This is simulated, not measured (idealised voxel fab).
process module | voxel ribs on slabs
For reference, the cross-section in this document is cut, with width 295 nm and square cells of 5 nm.
Reading order for cross-sections: top band down to bottom band. Underlying form: a grid of square cells. Band size: one or more rows of cells. Heights first: top, then bottom, in nm. Then materials, left to right, each with a width in nm. "full width" on a single material: fills the band edge to edge. "blank": empty space. Height reference: 0 = level under which incoming wafer is all one material. Lowest band: no bottom, runs on downward, e.g. "top 0, no bottom". With a width like "30 to 40", each row of cells in the band differs from the next by the same amount, the top row carrying the first number and the bottom row the second. "left unchanged" -> step changed no cross-section cell. Listed in "Closed internal cavities": every empty space of 8 or more cells without an open way to the top. Form: width x height at distance, the distance being from the left edge, all in nm. Step line, after settings: the simulator's comment on this step. overlay nm: on a step with a mask, how far right of its planned place the mask lay; negative means left.

Steps in the process plan
1,RECEIVE (material Si)
2,DIRECTIONAL_DEP (material SiO2; thk nm 30)
3,DIRECTIONAL_DEP (material polySi; thk nm 25)
4,PATTERN (tone cover; mask id RIB; material resist; width nm 30; thk nm 20; overlay nm 0)
5,DIRECTIONAL_ETCH (etch materials polySi; depth nm 15)
6,STRIP (etch materials resist)
7,MASKED_ETCH (tone cover; mask id SLAB; width nm 60; etch materials polySi; depth nm 10; overlay nm 0)
8,FILL_DEP (material SiO2; thk nm 30)
9,CMP (height nm 75)
10,DIRECTIONAL_DEP (material W; thk nm 5)
11,DIRECTIONAL_DEP (material aC; thk nm 10)
12,PATTERN (tone cover; mask id HEATER; material resist; width nm 40; thk nm 25; overlay nm 0)
13,DIRECTIONAL_ETCH (etch materials aC; depth nm 10)
14,STRIP (etch materials resist)
15,DIRECTIONAL_ETCH (etch materials W; depth nm 5)
16,STRIP (etch materials aC)
17,CONFORMAL_DEP (material SiO2; thk nm 10)

Cross-section: wafer on arrival = after step 1
- top 0, no bottom = Si full width
- Closed internal cavities: none

The first of two wafers, cross-sectioned at the end of the module, with the run proceeding as planned
- top 90, bottom 85 = blank: 115, SiO2: 60, blank: 120
- top 85, bottom 80 = SiO2 full width
- top 80, bottom 75 = SiO2: 125, W: 40, SiO2: 130
- top 75, bottom 55 = SiO2 full width
- top 55, bottom 40 = SiO2: 130, polySi: 30, SiO2: 135
- top 40, bottom 30 = SiO2: 115, polySi: 60, SiO2: 120
- top 30, bottom 0 = SiO2 full width
- top 0, no bottom = Si full width
- Closed internal cavities: none

So this is wafer number two of the two, cut at the end of the module - it started where the first did and had the same plan, we just got one thing wrong running it
- top 80, bottom 75 = blank: 125, W: 40, blank: 130
- top 75, bottom 55 = SiO2 full width
- top 55, bottom 40 = SiO2: 130, polySi: 30, SiO2: 135
- top 40, bottom 30 = SiO2: 115, polySi: 60, SiO2: 120
- top 30, bottom 0 = SiO2 full width
- top 0, no bottom = Si full width
- Closed internal cavities: none
It is concluded that the wafer was processed incorrectly with respect to the plan, in that execution of step 17 of the plan did not take place, the step having been omitted
FYI, end of process, the second wafer has more or fewer cells of some materials than the first: SiO2 -122
